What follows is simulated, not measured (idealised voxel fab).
Process module under the name voxel local oxidation
Cross-section cut: width 280 nm, square cells of 5 nm.
Cross-section = grid of square cells, listed top down in bands; band = one or more rows.
Basically the band line says how high the top is and how high the bottom is, in nm, and then what's in it from left to right, every material with its width in nm. Empty space shows up as "empty", and if a single material carries "everywhere" it runs the full band edge to edge.
For the purposes of this specification, 0 denotes the height below which the wafer in its as-received condition is composed wholly of one material, and the lowermost band, lacking a lower limit, extends downward without end, as expressed in "from 0 down".
A width given as "30->40" starts at the first number in the band's top row and ends at the second number in its bottom row, shifting by an equal amount at every step from row to row.
Step note "left unchanged" = no cross-section cell changed.
The entry "Closed void list" lists the empty spaces that cover at least 8 cells and have no open path to the top. Each is written as width x height at distance, where the distance is measured from the left edge and all three values are in nm.
What comes after the settings on a step's line is commentary from the simulator itself on that step.
When a step includes a mask, the "overlay nm" setting on its line states how far to the right of its planned place that mask lay, and negative values state how far to the left.
## Process steps - plan
1. RECEIVE, material Si
2. CONFORMAL_DEP, material SiO2, thk nm 5
3. CONFORMAL_DEP, material SiN, thk nm 15
4. PATTERN, tone cover, mask id ACTIVE, material resist, width nm 85, thk nm 15, overlay nm 0
5. DIRECTIONAL_ETCH, etch materials SiN, depth nm 15
6. STRIP, etch materials resist
7. SELECTIVE_ETCH, etch materials SiO2, depth nm 5
8. OXIDIZE, depth nm 15
9. STRIP, etch materials SiN
Same starting wafers, different width nm at step 4. Plan value belongs to the first wafer.
## First of several wafers, received after step 1, in cross-section
from 0 down | Si everywhere
Closed void list: none
## Every row in this table is a wafer at the end of the module, and it gives, for each of the materials, the cells that wafer has gained (+) or lost (-) since it was received, then its closed voids
width nm 85; -141 Si; +156 SiO2; Closed void list: none
width nm 90; -138 Si; +154 SiO2; Closed void list: none
width nm 95; -135 Si; +152 SiO2; Closed void list: none
width nm 100; -132 Si; +150 SiO2; Closed void list: none
width nm 105; -129 Si; +148 SiO2; Closed void list: none
width nm 110; -126 Si; +146 SiO2; Closed void list: none
